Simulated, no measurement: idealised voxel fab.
Process module name: voxel fin reveal
Displayed cross-section: cut, width of 240 nm, square cells sized 5 nm.
How to read a cross-section here: the picture is a grid of square cells, written as bands going from the top down, and any band can span one or more rows of cells.
Each band's line starts with the height of the band's top and of its bottom, in nm. Then come its materials from left to right, each with its width in nm. One material with "full width" fills the band from edge to edge. "empty" is empty space.
Counting heights begins at 0, where everything beneath is, in the wafer as received, one material. The lowest band has no bottom; it goes on downwards, as "top 0, no bottom" shows.
The notation "30->40" denotes a width that varies across the rows of cells in the band, beginning at the first number in the top row, finishing at the second number in the bottom row, and changing by an identical amount from each row to the next.
Where the words "remained the same" appear for a step, the cross-section shows no cell changed by that step; every cell remained as before.
Reported under the label "Unvented voids" are the empty spaces having no open way to the top and comprising 8 cells or more; the notation for each is width x height at distance, in which the distance is measured from the left edge and all three values are in nm.
Past the settings on a step's line: simulator remark, on that step.
On any step carrying a mask, the "overlay nm" setting, if present on the step's line, tells how far right of its planned place the mask lay; negative values point to the left.
[Steps in the process plan]
1: op RECEIVE | material Si
2: op CONFORMAL_DEP | material SiN | thk nm 5
3: op DIRECTIONAL_DEP | material aC | thk nm 15
4: op PATTERN | tone cover | mask id FINS | material resist | width nm 15 | pitch nm 45 | thk nm 35 | overlay nm 0
5: op DIRECTIONAL_ETCH | etch materials aC | depth nm 15
6: op STRIP | etch materials resist
7: op DIRECTIONAL_ETCH | etch materials SiN | depth nm 5
8: op DIRECTIONAL_ETCH | etch materials Si | depth nm 35
9: op STRIP | etch materials aC
10: op FILL_DEP | material SiO2 | thk nm 15
11: op CMP | height nm 5
12: op SELECTIVE_ETCH | etch materials SiO2 | depth nm 30
13: op STRIP | etch materials SiN
14: op CONFORMAL_DEP | material HfO2 | thk nm 5
For this document, wafers share an identical start and vary in the step 4 width nm; the plan quotes the first wafer's value.
[Sectional view: first of several wafers, as received, after step 1]
  top 0, no bottom | Si full width
  Unvented voids: none
[Below: a row per wafer. Contents at end of module: for every material, cells gained since receipt (+) or lost since receipt (-); then closed voids]
width nm 15 | +78 HfO2 | -273 Si | +78 SiO2 | Unvented voids: none
width nm 20 | +78 HfO2 | -252 Si | +72 SiO2 | Unvented voids: none
width nm 25 | +78 HfO2 | -231 Si | +66 SiO2 | Unvented voids: none
width nm 30 | +78 HfO2 | -210 Si | +60 SiO2 | Unvented voids: none
